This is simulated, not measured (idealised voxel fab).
The document below concerns the process module designated voxel capacitor over wiring.
Section cut is 225 nm wide and gridded with 5 nm square cells.
Each cross-section below is a grid of square cells, stated as bands in top-down order, with one or more rows of cells making up each band.
Per band: top height and bottom height in nm, followed by the left-to-right materials and their widths in nm; "full width" marks a single material spanning edge to edge, "blank" marks empty space.
Height 0 is the level under which the wafer as received is all one material. The lowest band goes on downwards, as in "z 0 and below".
Per-row width for "30..40": begins at first number (top row of band), ends at second number (bottom row), increment between rows held constant.
Reading "nothing changed" for a step: not a cell of the cross-section changed in it.
Enclosed voids (no open way to top), threshold 8 cells or more, entry "Trapped void list", notation width x height at distance, distance from left edge, nm.
Where a step's line continues beyond its settings, the continuation is a remark by the simulator itself on that step.
overlay nm: for a step with a mask, the amount by which the mask lay right of where it was planned; a negative amount means left of it.
plan
step 1: RECEIVE, material Si
step 2: CONFORMAL_DEP, material SiO2, thk nm 10
step 3: DIRECTIONAL_DEP, material TiN, thk nm 5
step 4: DIRECTIONAL_DEP, material W, thk nm 25
step 5: DIRECTIONAL_DEP, material aC, thk nm 15
step 6: PATTERN, tone cover, mask id METAL_1, material resist, width nm 20, pitch nm 90, thk nm 30, overlay nm 0
step 7: DIRECTIONAL_ETCH, etch materials aC, depth nm 15
step 8: STRIP, etch materials resist
step 9: DIRECTIONAL_ETCH, etch materials W, depth nm 25
step 10: DIRECTIONAL_ETCH, etch materials TiN, depth nm 5
step 11: STRIP, etch materials aC
step 12: FILL_DEP, material lowk, thk nm 5
step 13: CMP, height nm 40
step 14: CONFORMAL_DEP, material SiCN, thk nm 5
step 15: DIRECTIONAL_DEP, material SiO2, thk nm 15
step 16: DIRECTIONAL_DEP, material aC, thk nm 15
step 17: PATTERN, tone open, mask id PLUG_1, material resist, width nm 15, thk nm 35, overlay nm 0
step 18: DIRECTIONAL_ETCH, etch materials aC, depth nm 15
step 19: STRIP, etch materials resist
step 20: DIRECTIONAL_ETCH, etch materials SiO2, depth nm 15
step 21: DIRECTIONAL_ETCH, etch materials SiCN, depth nm 5
step 22: STRIP, etch materials aC
step 23: EPI, material Ru, thk nm 10
step 24: EPI, material Ru, thk nm 10
step 25: DIRECTIONAL_DEP, material TiN, thk nm 10
step 26: DIRECTIONAL_DEP, material Al2O3, thk nm 5
step 27: DIRECTIONAL_DEP, material TiN, thk nm 5
step 28: DIRECTIONAL_DEP, material aC, thk nm 15
step 29: PATTERN, tone cover, mask id UPPER_PLATE, material resist, width nm 75, thk nm 35, overlay nm 0
step 30: DIRECTIONAL_ETCH, etch materials aC, depth nm 15
step 31: STRIP, etch materials resist
step 32: DIRECTIONAL_ETCH, etch materials TiN, depth nm 5
step 33: DIRECTIONAL_ETCH, etch materials Al2O3, depth nm 5
step 34: STRIP, etch materials aC
step 35: PATTERN, tone cover, mask id LOWER_PLATE, material resist, width nm 85, thk nm 15, overlay nm 0
step 36: DIRECTIONAL_ETCH, etch materials TiN, depth nm 10
step 37: STRIP, etch materials resist
step 38: FILL_DEP, material SiO2, thk nm 15
step 39: CMP, height nm 90
step 40: MASKED_ETCH, tone open, mask id PLUG_2, width nm 15, etch materials SiO2, depth nm 10, overlay nm 0
step 41: CONFORMAL_DEP, material TiN, thk nm 5
step 42: FILL_DEP, material Ru, thk nm 5
step 43: CMP, height nm 90
step 44: CONFORMAL_DEP, material SiCN, thk nm 5
Cross-section of the wafer at receipt, which is the condition after step 1
* z 0 and below = Si full width
* Trapped void list: none
Cross-section taken at module completion on the first of two wafers; processed per the plan
* z 95 to 90 = SiCN full width
* z 90 to 85 = SiO2 (70) / TiN (5) / Ru (5) / TiN (5) / SiO2 (140)
* z 85 to 75 = SiO2 (70..60) / TiN (15..75) / SiO2 (140..90)
* z 75 to 70 = SiO2 (60) / Al2O3 (75) / SiO2 (90)
* z 70 to 60 = SiO2 (55) / TiN (85) / SiO2 (85)
* z 60 to 45 = SiO2 (60) / Ru (15) / SiO2 (150)
* z 45 to 40 = SiCN (60) / Ru (15) / SiCN (150)
* z 40 to 15 = lowk (55) / W (20) / lowk (70) / W (20) / lowk (60)
* z 15 to 10 = lowk (55) / TiN (20) / lowk (70) / TiN (20) / lowk (60)
* z 10 to 0 = SiO2 full width
* z 0 and below = Si full width
* Trapped void list: none
Wafer two, sectioned after the module: the first wafer's start, the first wafer's plan, and one mistake in how it was run
* z 95 to 90 = SiCN full width
* z 90 to 85 = SiO2 (70) / TiN (5) / Ru (5) / TiN (5) / SiO2 (140)
* z 85 to 80 = SiO2 (70) / TiN (15) / SiO2 (140)
* z 80 to 75 = SiO2 (55) / TiN (5) / SiO2 (75) / TiN (5) / SiO2 (85)
* z 75 to 70 = Al2O3 (60) / SiO2 (75) / Al2O3 (90)
* z 70 to 60 = TiN full width
* z 60 to 45 = SiO2 (60) / Ru (15) / SiO2 (150)
* z 45 to 40 = SiCN (60) / Ru (15) / SiCN (150)
* z 40 to 15 = lowk (55) / W (20) / lowk (70) / W (20) / lowk (60)
* z 15 to 10 = lowk (55) / TiN (20) / lowk (70) / TiN (20) / lowk (60)
* z 10 to 0 = SiO2 full width
* z 0 and below = Si full width
* Trapped void list: none
What was done differently from what was planned? planned and actual differ for step 29; actual: PATTERN, tone open, mask id UPPER_PLATE, material resist, width nm 75, thk nm 35, overlay nm 0
at the end the second wafer has, in cells: +15 Al2O3; -58 SiO2; +43 TiN
